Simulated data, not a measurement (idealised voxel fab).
A process module follows: voxel transistor to metal.
FYI the section here is cut, 185 nm wide, cells are 5 nm squares.
Cross-sections here: square-cell grids, written as top-down lists of bands, a band being one or more rows of cells. Top, bottom (nm), then materials left to right with widths (nm); lone material tagged "full width" fills the whole band edge to edge; "blank" = empty space. The level at which height equals 0 is the one under which the wafer, as it arrives, is entirely one material. No lower edge exists for the bottom band, which continues downward and is notated as in "0 and below". Note: "30 to 40" means the width goes from the first number (top row of the band) to the second number (bottom row) in equal steps per row of cells. Where a step carries "left unchanged", the cross-section came out of it unchanged, cell for cell. Closed-off voids of 8+ cells (no open route to the top) go in "Unvented voids", written width x height at distance from the left edge, in nm. Formally, on a step line, whatever follows the settings is a remark that the simulator itself makes on the step. For masked steps, "overlay nm" on the step line gives how far right of plan the mask actually lay; a minus sign means it lay to the left.
### The following list gives the planned process steps
1,RECEIVE | material Si
2,OXIDIZE | depth nm 5
3,CONFORMAL_DEP | material SiN | thk nm 10
4,DIRECTIONAL_DEP | material aC | thk nm 10
5,PATTERN | tone cover | mask id ACTIVE | material resist | width nm 95 | thk nm 30 | overlay nm 0
6,DIRECTIONAL_ETCH | etch materials aC | depth nm 10
7,STRIP | etch materials resist
8,DIRECTIONAL_ETCH | etch materials SiN | depth nm 10
9,DIRECTIONAL_ETCH | etch materials SiO2 | depth nm 5
10,DIRECTIONAL_ETCH | etch materials Si | depth nm 25
11,STRIP | etch materials aC
12,FILL_DEP | material SiO2 | thk nm 10
13,CMP | height nm 10
14,SELECTIVE_ETCH | etch materials SiO2 | depth nm 5
15,STRIP | etch materials SiN
16,SELECTIVE_ETCH | etch materials SiO2 | depth nm 5
17,OXIDIZE | depth nm 5
18,DIRECTIONAL_DEP | material polySi | thk nm 20
19,DIRECTIONAL_DEP | material SiCN | thk nm 15
20,DIRECTIONAL_DEP | material aC | thk nm 10
21,PATTERN | tone cover | mask id GATE | material resist | width nm 25 | thk nm 30 | overlay nm 0
22,DIRECTIONAL_ETCH | etch materials aC | depth nm 10
23,STRIP | etch materials resist
24,DIRECTIONAL_ETCH | etch materials SiCN | depth nm 25
25,DIRECTIONAL_ETCH | etch materials polySi | depth nm 30
26,STRIP | etch materials aC
27,CONFORMAL_DEP | material SiN | thk nm 10
28,DIRECTIONAL_ETCH | etch materials SiN | depth nm 10
29,DIRECTIONAL_ETCH | etch materials SiO2 | depth nm 5
30,EPI | material nSi | thk nm 5
31,FILL_DEP | material SiO2 | thk nm 5
32,CMP | height nm 15
33,STRIP | etch materials polySi
34,SELECTIVE_ETCH | etch materials SiO2 | depth nm 5
35,CONFORMAL_DEP | material HfO2 | thk nm 5
36,CONFORMAL_DEP | material TiN | thk nm 5
37,FILL_DEP | material W | thk nm 10
38,CMP | height nm 10
39,DIRECTIONAL_DEP | material SiO2 | thk nm 15
40,DIRECTIONAL_DEP | material aC | thk nm 10
41,PATTERN | tone open | mask id CONTACT | material resist | width nm 15 | pitch nm 70 | thk nm 30 | overlay nm 0
42,DIRECTIONAL_ETCH | etch materials aC | depth nm 10
43,STRIP | etch materials resist
44,DIRECTIONAL_ETCH | etch materials SiO2 | depth nm 30
45,STRIP | etch materials aC
46,CONFORMAL_DEP | material TiN | thk nm 5
47,FILL_DEP | material W | thk nm 5
48,CMP | height nm 25
49,DIRECTIONAL_DEP | material TiN | thk nm 5
50,DIRECTIONAL_DEP | material W | thk nm 15
51,DIRECTIONAL_DEP | material aC | thk nm 15
52,PATTERN | tone cover | mask id METAL_1 | material resist | width nm 15 | pitch nm 70 | thk nm 35 | overlay nm 0
53,DIRECTIONAL_ETCH | etch materials aC | depth nm 15
54,STRIP | etch materials resist
55,DIRECTIONAL_ETCH | etch materials W | depth nm 15
56,DIRECTIONAL_ETCH | etch materials TiN | depth nm 5
57,STRIP | etch materials aC
58,FILL_DEP | material lowk | thk nm 10
59,CMP | height nm 45
60,CONFORMAL_DEP | material SiCN | thk nm 5
61,DIRECTIONAL_DEP | material SiO2 | thk nm 35
62,PATTERN | tone open | mask id METAL_2 | material resist | width nm 15 | pitch nm 70 | thk nm 20 | overlay nm 0
63,DIRECTIONAL_ETCH | etch materials SiO2 | depth nm 20
64,STRIP | etch materials resist
65,MASKED_ETCH | tone open | mask id METAL_2_HOLES | width nm 15 | pitch nm 70 | etch materials SiO2 | depth nm 15 | overlay nm 0
66,MASKED_ETCH | tone open | mask id METAL_2_HOLES | width nm 15 | pitch nm 70 | etch materials SiCN | depth nm 5 | overlay nm 0
67,CONFORMAL_DEP | material TiN | thk nm 5
68,FILL_DEP | material Cu | thk nm 10
69,CMP | height nm 85
70,CONFORMAL_DEP | material SiCN | thk nm 5
### As-received state of the wafer in cross-section, equivalent to post-step 1
0 and below: Si full width
Unvented voids: none
### Here's the wafer cut in cross-section after the module, started and planned just like above, except one thing was done wrong in the run
90 down to 85: SiCN full width
85 down to 70: 45 nm SiO2 | 5 nm TiN | 15 nm Cu | 5 nm TiN | 45 nm SiO2 | 5 nm TiN | 15 nm Cu | 5 nm TiN | 45 nm SiO2
70 down to 65: 45 nm SiO2 | 10 nm TiN | 5 nm Cu | 10 nm TiN | 45 nm SiO2 | 10 nm TiN | 5 nm Cu | 10 nm TiN | 45 nm SiO2
65 down to 50: 50 nm SiO2 | 5 nm TiN | 5 nm Cu | 5 nm TiN | 55 nm SiO2 | 5 nm TiN | 5 nm Cu | 5 nm TiN | 50 nm SiO2
50 down to 45: 50 nm SiCN | 15 nm TiN | 55 nm SiCN | 15 nm TiN | 50 nm SiCN
45 down to 30: 50 nm lowk | 15 nm W | 55 nm lowk | 15 nm W | 50 nm lowk
30 down to 25: 50 nm lowk | 15 nm TiN | 55 nm lowk | 15 nm TiN | 50 nm lowk
25 down to 10: 50 nm SiO2 | 5 nm TiN | 5 nm W | 5 nm TiN | 55 nm SiO2 | 5 nm TiN | 5 nm W | 5 nm TiN | 50 nm SiO2
10 down to 0: 50 nm SiO2 | 5 nm TiN | 5 nm W | 5 nm TiN | 5 nm SiO2 | 10 nm SiN | 5 nm HfO2 | 5 nm TiN | 5 nm W | 5 nm TiN | 5 nm HfO2 | 10 nm SiN | 5 nm SiO2 | 5 nm TiN | 5 nm W | 5 nm TiN | 50 nm SiO2
0 down to -5: 40 nm SiO2 | 10 nm SiN | 15 nm TiN | 5 nm SiO2 | 10 nm SiN | 5 nm HfO2 | 15 nm TiN | 5 nm HfO2 | 10 nm SiN | 5 nm SiO2 | 15 nm TiN | 10 nm SiN | 40 nm SiO2
-5 down to -10: 50 nm SiO2 | 20 nm nSi | 5 nm SiO2 | 35 nm HfO2 | 5 nm SiO2 | 20 nm nSi | 50 nm SiO2
-10 down to -30: 45 nm SiO2 | 95 nm Si | 45 nm SiO2
-30 and below: Si full width
Unvented voids: none
Misprocessing identified: planned and actual differ for step 62; actual: PATTERN | tone open | mask id METAL_2 | material resist | width nm 25 | pitch nm 70 | thk nm 20 | overlay nm 0
